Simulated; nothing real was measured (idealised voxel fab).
process module | voxel ribs on slabs
cross-section cut | 170 nm wide | cells 5 nm
A cross-section is a grid of square cells, given in bands from the top down. A band is one or more rows of cells.
Each band's line starts with the height of the band's top and of its bottom, in nm. Then come its materials from left to right, each with its width in nm. One material with "throughout" fills the band from edge to edge. "air" is empty space.
Height 0 is the level under which the wafer as received is all one material. The lowest band goes on downwards, as in "0 down".
A width such as "30 to 40" changes by the same amount from each row of cells to the next, from the band's top row to its bottom row.
"no change" after a step means that no cell of the cross-section changed.
closed voids: empty space of 8 cells or more with no open way to the top, each as width x height at its distance from the left edge, in nm
after a step's settings: what the simulator itself notes on the step
overlay nm, on a step with a mask: how far to the right of its planned place the mask lay; to the left if negative
plan
1 op RECEIVE | material Si
2 op DIRECTIONAL_DEP | material SiO2 | thk nm 30
3 op DIRECTIONAL_DEP | material polySi | thk nm 25
4 op MASKED_ETCH | tone cover | mask id RIB | width nm 30 | etch materials polySi | depth nm 15 | overlay nm 0
5 op DIRECTIONAL_DEP | material aC | thk nm 10
6 op PATTERN | tone cover | mask id SLAB | material resist | width nm 80 | thk nm 25 | overlay nm 0
7 op DIRECTIONAL_ETCH | etch materials aC | depth nm 10
8 op STRIP | etch materials resist
9 op DIRECTIONAL_ETCH | etch materials polySi | depth nm 10
10 op STRIP | etch materials aC
11 op FILL_DEP | material SiO2 | thk nm 15
12 op CMP | height nm 65
13 op DIRECTIONAL_DEP | material TiN | thk nm 10
14 op PATTERN | tone cover | mask id HEATER | material resist | width nm 40 | thk nm 15 | overlay nm 0
15 op DIRECTIONAL_ETCH | etch materials TiN | depth nm 10
16 op STRIP | etch materials resist
17 op CONFORMAL_DEP | material SiO2 | thk nm 10
as received, after step 1
  0 down: Si throughout
  closed voids: none
a wafer at the end: this start, this plan, one mistake
  85 to 75: air 55 | SiO2 60 | air 55
  75 to 65: SiO2 65 | TiN 40 | SiO2 65
  65 to 55: SiO2 45 | polySi 80 | SiO2 45
  55 to 30: polySi throughout
  30 to 0: SiO2 throughout
  0 down: Si throughout
  closed voids: none
what went wrong: step 3 was run twice
